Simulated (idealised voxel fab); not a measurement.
The name of this process module is voxel released beams.
cross-section cut | 290 nm wide | cells 5 nm
A cross-section is written here as square cells arranged in a grid, and it is given in bands from the top down, each band taking up one or more rows of cells. First you get the band's top height and its bottom height, in nm, and then the materials it's made of, left to right, with each width in nm. If you see a single material with "full width", that one covers the band edge to edge. "blank" is empty space. All heights in this document are referenced to 0, defined as the level beneath which the wafer, as received, consists entirely of one material. The lowest band is not bounded below; it extends indefinitely downward and is written in the form "0 and below". The two numbers in a width such as "30..40" mark its ends across the band: the first belongs to the top row of cells, the second to the bottom row, and from each row to the next the width moves by the same amount. No cell of the cross-section changed in a step that is given as "left unchanged". "Fully sealed cavities" lists enclosed empty spaces (at least 8 cells, no open path upward to the top), each as width x height at distance from the left edge, in nm. The remark found on a step's line after its settings is issued by the simulator itself and pertains to that step. What "overlay nm" on a step's line means: if the step has a mask, that mask lay this far to the right of its planned place, or, when the value is negative, to the left.
The following list gives the planned process steps
1,RECEIVE | material Si
2,CONFORMAL_DEP | material Al2O3 | thk nm 10
3,DIRECTIONAL_DEP | material SiO2 | thk nm 10
4,PATTERN | tone open | mask id ANCHOR | material resist | width nm 25 | thk nm 20 | overlay nm 0
5,DIRECTIONAL_ETCH | etch materials SiO2 | depth nm 10
6,STRIP | etch materials resist
7,CONFORMAL_DEP | material SiN | thk nm 10
8,MASKED_ETCH | tone cover | mask id BEAM | width nm 70 | etch materials SiN | depth nm 10 | overlay nm 0
9,STRIP | etch materials SiO2
Same starting wafers, different width nm at step 8. Plan value belongs to the first wafer.
Cross-section, first of several wafers, as delivered after step 1
* 0 and below = Si full width
* Fully sealed cavities: none
Module finished, last step 9 done: cross-section of the first of several wafers
* 30 down to 20 = blank (105) / SiN (10) / blank (5) / SiN (55) / blank (115)
* 20 down to 10 = blank (105) / SiN (25) / blank (160)
* 10 down to 0 = Al2O3 full width
* 0 and below = Si full width
* Fully sealed cavities: none
Final wafer of several, shown in cross-section at the end of the module
* 30 down to 20 = blank (95) / SiN (20) / blank (5) / SiN (70) / blank (100)
* 20 down to 10 = blank (105) / SiN (25) / blank (160)
* 10 down to 0 = Al2O3 full width
* 0 and below = Si full width
* Fully sealed cavities: none
Each wafer at the end: cells of each material gained (+) or lost (-) since it was received, then its closed voids
width nm 70 | +116 Al2O3 | +36 SiN | Fully sealed cavities: none
width nm 75 | +116 Al2O3 | +38 SiN | Fully sealed cavities: none
width nm 80 | +116 Al2O3 | +40 SiN | Fully sealed cavities: none
width nm 85 | +116 Al2O3 | +42 SiN | Fully sealed cavities: none
width nm 90 | +116 Al2O3 | +44 SiN | Fully sealed cavities: none
width nm 95 | +116 Al2O3 | +46 SiN | Fully sealed cavities: none
